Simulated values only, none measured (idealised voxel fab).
You're looking at the process module voxel double patterning.
Xsec cut, 255 nm wide, square cell size 5 nm.
Format of a cross-section: grid, square cells. Given as bands. Order: top down. Band: one or more rows of cells. It is stipulated that each band's entry specify, in nanometres, the height of the top of the band and then that of its bottom, followed by the materials of the band in left-to-right sequence, each together with its width in nanometres. A single material marked by the word "full width" is understood to fill the band from edge to edge; the word "empty" is understood to denote empty space. Heights are reckoned from 0. Under this level, the received wafer is all of one material. The bottommost band is open-ended downward, for example "0..down". A two-number width, for instance "30->40", indicates that the width is equal to the first number in the top row of the band and to the second number in the bottom row, and that it changes by a constant amount per row of cells. "no modification" for a step: no cell of the cross-section changed in that step. Empty spaces without an open route to the top, at least 8 cells in extent, make up the entry "Fully closed voids"; each is given as width x height at distance, where the distance is measured from the left edge, and all are in nm. after a step's settings: what the simulator itself notes on the step. overlay nm, on a step with a mask: how far to the right of its planned place the mask lay; to the left if negative.
Below is the list of planned process steps
1,RECEIVE (material Si)
2,CONFORMAL_DEP (material SiO2; thk nm 5)
3,DIRECTIONAL_DEP (material TiN; thk nm 10)
4,DIRECTIONAL_DEP (material SiCN; thk nm 5)
5,PATTERN (tone open; mask id FIRST; material resist; width nm 15; pitch nm 50; thk nm 15; overlay nm 0)
6,DIRECTIONAL_ETCH (etch materials SiCN; depth nm 5)
7,STRIP (etch materials resist)
8,MASKED_ETCH (tone open; mask id SECOND; width nm 15; etch materials SiCN; depth nm 5; overlay nm 0)
9,DIRECTIONAL_ETCH (etch materials TiN; depth nm 10)
10,STRIP (etch materials SiCN)
As received (post step 1): cross-section
* 0..down: Si full width
* Fully closed voids: none
End-of-module cross-section of the first of two wafers, processed as planned
* 15..5: TiN 95, then empty 15, then TiN 10, then empty 15, then TiN 10, then empty 15, then TiN 95
* 5..0: SiO2 full width
* 0..down: Si full width
* Fully closed voids: none
The second wafer, shown in cross-section after the module: started the same way as the first and given the same plan, yet one mistake crept into how it was run
* 15..10: SiO2 full width
* 10..0: TiN full width
* 0..down: Si full width
* Fully closed voids: none
Where did the run depart from the plan? order of steps 2 and 3 inverted relative to the plan
Final cells, second wafer relative to first, materials higher or lower: 18 more of TiN
